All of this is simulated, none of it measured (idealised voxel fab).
The following is a process module called voxel transistor to metal.
Shown is cross-section cut, with a width of 150 nm and square cells of size 5 nm.
Notation: cross-section as square-cell grid; stated in bands, top first, going down; one or more cell rows per band. Band: top height; bottom height; in nm. Then, left to right: material with width in nm, for each material. "everywhere": a single material spanning edge to edge. "blank": empty space. Heads up on the height convention: 0 is the point under which the incoming wafer is all one material, and the lowest band has no bottom, it just keeps going down, like "0..down". A width given as "30 to 40" starts at the first number in the band's top row and ends at the second number in its bottom row, shifting by an equal amount at every step from row to row. Step marked "nothing different"? Then no cell in the cross-section changed in it. "Cavities, sealed" enumerates empty spaces isolated from the top, with no open way to it, that contain at least 8 cells, giving each as width x height at distance from the left edge, all three in nm. If you see something after the settings on a step's line, that's the simulator's own remark about that step. Regarding "overlay nm": on a step with a mask, it is the distance the mask lay to the right of its planned place; a negative value places it to the left.
THE FOLLOWING LIST GIVES THE PLANNED PROCESS STEPS
1: RECEIVE,material Si
2: CONFORMAL_DEP,material SiO2,thk nm 5
3: CONFORMAL_DEP,material SiN,thk nm 10
4: PATTERN,tone cover,mask id ACTIVE,material resist,width nm 95,thk nm 15,overlay nm 0
5: DIRECTIONAL_ETCH,etch materials SiN,depth nm 10
6: DIRECTIONAL_ETCH,etch materials SiO2,depth nm 5
7: DIRECTIONAL_ETCH,etch materials Si,depth nm 25
8: STRIP,etch materials resist
9: OXIDIZE,depth nm 5
10: FILL_DEP,material SiO2,thk nm 10
11: CMP,height nm 15
12: SELECTIVE_ETCH,etch materials SiO2,depth nm 5
13: STRIP,etch materials SiN
14: SELECTIVE_ETCH,etch materials SiO2,depth nm 5
15: OXIDIZE,depth nm 5
16: DIRECTIONAL_DEP,material polySi,thk nm 30
17: DIRECTIONAL_DEP,material SiCN,thk nm 10
18: MASKED_ETCH,tone cover,mask id GATE,width nm 15,etch materials SiCN,depth nm 20,overlay nm 0
19: MASKED_ETCH,tone cover,mask id GATE,width nm 15,etch materials polySi,depth nm 40,overlay nm 0
20: CONFORMAL_DEP,material SiN,thk nm 10
21: DIRECTIONAL_ETCH,etch materials SiN,depth nm 10
22: DIRECTIONAL_ETCH,etch materials SiO2,depth nm 5
23: DIRECTIONAL_ETCH,etch materials Si,depth nm 10
24: EPI,material pSi,thk nm 10
25: FILL_DEP,material SiO2,thk nm 5
26: CMP,height nm 40
27: DIRECTIONAL_DEP,material SiO2,thk nm 15
28: MASKED_ETCH,tone open,mask id CONTACT,width nm 20,pitch nm 65,etch materials SiO2,depth nm 60,overlay nm 0
29: CONFORMAL_DEP,material TiN,thk nm 5
30: FILL_DEP,material Ru,thk nm 5
31: CMP,height nm 55
32: CONFORMAL_DEP,material SiCN,thk nm 5
33: DIRECTIONAL_DEP,material SiO2,thk nm 20
34: PATTERN,tone open,mask id METAL_1,material resist,width nm 20,pitch nm 65,thk nm 15,overlay nm 0
35: DIRECTIONAL_ETCH,etch materials SiO2,depth nm 20
36: DIRECTIONAL_ETCH,etch materials SiCN,depth nm 5
37: STRIP,etch materials resist
38: CONFORMAL_DEP,material TiN,thk nm 5
39: FILL_DEP,material Cu,thk nm 5
40: CMP,height nm 80
41: CONFORMAL_DEP,material SiN,thk nm 5
CROSS-SECTION OF THE INCOMING WAFER, STATE AFTER STEP 1
	0..down = Si everywhere
	Cavities, sealed: none
STARTING STRUCTURE AND PROCESS PLAN ARE AS SHOWN ABOVE, BUT ONE MISTAKE WAS MADE IN RUNNING THE MODULE; THE WAFER CROSS-SECTION AT THE END OF THE MODULE FOLLOWS
	85..80 = SiN everywhere
	80..75 = SiCN=30, then TiN=20, then SiCN=45, then TiN=20, then SiCN=35
	75..55 = SiO2 everywhere
	55..40 = SiO2=30, then TiN=5, then Ru=10, then TiN=5, then SiO2=45, then TiN=5, then Ru=10, then TiN=5, then SiO2=35
	40..30 = SiO2=30, then TiN=5, then Ru=10, then TiN=5, then SiO2=5, then SiN=10, then SiCN=15, then SiN=10, then SiO2=5, then TiN=5, then Ru=10, then TiN=5, then SiO2=35
	30..10 = SiO2=30, then TiN=5, then Ru=10, then TiN=5, then SiO2=5, then SiN=10, then polySi=15, then SiN=10, then SiO2=5, then TiN=5, then Ru=10, then TiN=5, then SiO2=35
	10..5 = SiO2=30, then TiN=5, then Ru=5, then TiN=10, then SiO2=5, then SiN=10, then polySi=15, then SiN=10, then SiO2=5, then TiN=10, then Ru=5, then TiN=5, then SiO2=35
	5..0 = SiO2=20, then SiN=10, then TiN=5, then Ru=5, then TiN=5, then pSi=10, then SiN=10, then polySi=15, then SiN=10, then pSi=10, then TiN=5, then Ru=5, then TiN=5, then SiN=10, then SiO2=25
	0..-5 = SiO2=30, then TiN=15, then pSi=10, then SiO2=35, then pSi=10, then TiN=15, then SiO2=35
	-5..-15 = SiO2=30, then pSi=25, then Si=35, then pSi=25, then SiO2=35
	-15..-30 = SiO2=30, then Si=85, then SiO2=35
	-30..down = Si everywhere
	Cavities, sealed: none
What went wrong in running the wafer? steps 32 and 33 swapped
